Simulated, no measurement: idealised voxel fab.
Process module heading - voxel air gaps
300 nm wide, 5 nm square cells: that's cross-section cut.
How to read a cross-section here: the picture is a grid of square cells, written as bands going from the top down, and any band can span one or more rows of cells. What a band's entry tells you: where the top is and where the bottom is, as heights in nm, and after that what lies inside, material by material from left to right, each with its width in nm. Empty space is written as the word "empty", and a single material marked with the word "everywhere" occupies the band from edge to edge. Where do heights start? At 0: under that level the wafer as delivered is made of one material only. And the lowest band has no floor; it just carries on downward, as in "0 down". The width entry "30 to 40" should be interpreted row by row: the top row of cells in the band takes the first number, the bottom row takes the second number, and the change between adjacent rows is uniform throughout. You'll sometimes find "nothing different" written for a step, and that's the way of saying that nowhere in the cross-section did a cell change during that step. You'll see "Enclosed void catalog" listing empty spaces that have no way open to the top, as long as they're 8 cells or more; the notation is width x height at distance, where the distance is from the left edge, and all of it is in nm. Text after the settings on a step's line: the simulator's own remark on that step. "overlay nm" on a masked step: distance the mask lay right of its planned place, negative for left.
SET OUT BELOW ARE THE PLANNED STEPS OF THE PROCESS
1 RECEIVE,material Si
2 CONFORMAL_DEP,material SiO2,thk nm 15
3 CONFORMAL_DEP,material SiCN,thk nm 5
4 DIRECTIONAL_DEP,material lowk,thk nm 30
5 PATTERN,tone open,mask id LINES,material resist,width nm 25,pitch nm 55,thk nm 20,overlay nm 0
6 DIRECTIONAL_ETCH,etch materials lowk,depth nm 30
7 STRIP,etch materials resist
8 CONFORMAL_DEP,material TiN,thk nm 5
9 FILL_DEP,material W,thk nm 5
10 CMP,height nm 50
11 EPI,material Ru,thk nm 10
12 SELECTIVE_ETCH,etch materials lowk,depth nm 40
13 CONFORMAL_DEP,material SiCN,thk nm 5
STEP 1 COMPLETE: CROSS-SECTION OF THE WAFER AS RECEIVED
  0 down: Si everywhere
  Enclosed void catalog: none
CROSS-SECTIONAL VIEW OF THE FIRST OF THE TWO WAFERS UPON COMPLETION OF THE MODULE, PROCESSED IN ACCORDANCE WITH THE PLAN
  65 to 60: empty (40); SiCN (220); empty (40)
  60 to 50: empty (40); SiCN (5); Ru (45); SiCN (10); Ru (45); SiCN (10); Ru (45); SiCN (10); Ru (45); SiCN (5); empty (40)
  50 to 45: empty (40); SiCN (15); TiN (5); W (15); TiN (5); SiCN (30); TiN (5); W (15); TiN (5); SiCN (30); TiN (5); W (15); TiN (5); SiCN (30); TiN (5); W (15); TiN (5); SiCN (15); empty (40)
  45 to 25: empty (50); SiCN (5); TiN (5); W (15); TiN (5); SiCN (5); empty (20); SiCN (5); TiN (5); W (15); TiN (5); SiCN (5); empty (20); SiCN (5); TiN (5); W (15); TiN (5); SiCN (5); empty (20); SiCN (5); TiN (5); W (15); TiN (5); SiCN (5); empty (50)
  25 to 20: SiCN (55); TiN (25); SiCN (30); TiN (25); SiCN (30); TiN (25); SiCN (30); TiN (25); SiCN (55)
  20 to 15: SiCN everywhere
  15 to 0: SiO2 everywhere
  0 down: Si everywhere
  Enclosed void catalog: 20 x 20 at 85; 20 x 20 at 140; 20 x 20 at 195
NOW THE SECOND WAFER, CROSS-SECTIONED AT THE END OF THE MODULE. NOTHING DIFFERENT AT THE START, NOTHING DIFFERENT IN THE PLAN COMPARED WITH THE FIRST, JUST ONE MISTAKE WHEN IT WAS ACTUALLY RUN
  65 to 60: empty (40); SiCN (220); empty (40)
  60 to 50: empty (40); SiCN (5); Ru (45); SiCN (10); Ru (45); SiCN (10); Ru (45); SiCN (10); Ru (45); SiCN (5); empty (40)
  50 to 45: empty (40); SiCN (15); TiN (5); W (15); TiN (5); SiCN (30); TiN (5); W (15); TiN (5); SiCN (30); TiN (5); W (15); TiN (5); SiCN (30); TiN (5); W (15); TiN (5); SiCN (15); empty (40)
  45 to 25: empty (50); SiCN (5); TiN (5); W (15); TiN (5); SiCN (5); empty (20); SiCN (5); TiN (5); W (15); TiN (5); SiCN (5); empty (20); SiCN (5); TiN (5); W (15); TiN (5); SiCN (5); empty (20); SiCN (5); TiN (5); W (15); TiN (5); SiCN (5); empty (50)
  25 to 20: SiCN (55); TiN (25); SiCN (30); TiN (25); SiCN (30); TiN (25); SiCN (30); TiN (25); SiCN (55)
  20 to 5: SiO2 everywhere
  5 to 0: SiCN everywhere
  0 down: Si everywhere
  Enclosed void catalog: 20 x 20 at 85; 20 x 20 at 140; 20 x 20 at 195
what went wrong: steps 2 and 3 of the plan were run in the wrong order, each in the other's place
Matching per-material cell counts, mismatched positions: that is how the second wafer compares with the first at the end.
